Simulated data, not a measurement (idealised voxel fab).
process module | voxel quadruple lines
cross-section cut | 170 nm wide | cells 5 nm
A cross-section is a grid of square cells, given in bands from the top down. A band is one or more rows of cells.
Each band's line starts with the height of the band's top and of its bottom, in nm. Then come its materials from left to right, each with its width in nm. One material with "throughout" fills the band from edge to edge. "air" is empty space.
Height 0 is the level under which the wafer as received is all one material. The lowest band goes on downwards, as in "0 down".
A width such as "30 to 40" changes by the same amount from each row of cells to the next, from the band's top row to its bottom row.
"no change" after a step means that no cell of the cross-section changed.
closed voids: empty space of 8 cells or more with no open way to the top, each as width x height at its distance from the left edge, in nm
after a step's settings: what the simulator itself notes on the step
overlay nm, on a step with a mask: how far to the right of its planned place the mask lay; to the left if negative
plan
1 op RECEIVE | material Si
2 op CONFORMAL_DEP | material Al2O3 | thk nm 10
3 op DIRECTIONAL_DEP | material Ru | thk nm 15
4 op DIRECTIONAL_DEP | material polySi | thk nm 20
5 op DIRECTIONAL_DEP | material aC | thk nm 25
6 op PATTERN | tone cover | mask id MANDREL | material resist | width nm 30 | thk nm 30 | overlay nm 0
7 op DIRECTIONAL_ETCH | etch materials aC | depth nm 25
8 op STRIP | etch materials resist
9 op CONFORMAL_DEP | material SiO2 | thk nm 10
10 op DIRECTIONAL_ETCH | etch materials SiO2 | depth nm 10
11 op STRIP | etch materials aC
12 op DIRECTIONAL_ETCH | etch materials polySi | depth nm 20
13 op STRIP | etch materials SiO2
14 op CONFORMAL_DEP | material SiN | thk nm 10
15 op DIRECTIONAL_ETCH | etch materials SiN | depth nm 10
16 op STRIP | etch materials polySi
17 op DIRECTIONAL_ETCH | etch materials Ru | depth nm 15
18 op STRIP | etch materials SiN
19 op FILL_DEP | material SiO2 | thk nm 10
20 op CMP | height nm 25
as received, after step 1
  0 down: Si throughout
  closed voids: none
first wafer at the end, as planned
  25 to 10: SiO2 50 | Ru 10 | SiO2 10 | Ru 10 | SiO2 10 | Ru 10 | SiO2 10 | Ru 10 | SiO2 50
  10 to 0: Al2O3 throughout
  0 down: Si throughout
  closed voids: none
second wafer at the end: like start, like plan, one mistake
  25 to 15: SiO2 throughout
  15 to 0: SiO2 50 | Ru 10 | SiO2 10 | Ru 10 | SiO2 10 | Ru 10 | SiO2 10 | Ru 10 | SiO2 50
  0 down: Si throughout
  closed voids: none
what went wrong: step 2 was left out
at the end the second wafer has, in cells: 68 fewer of Al2O3 | 68 more of SiO2
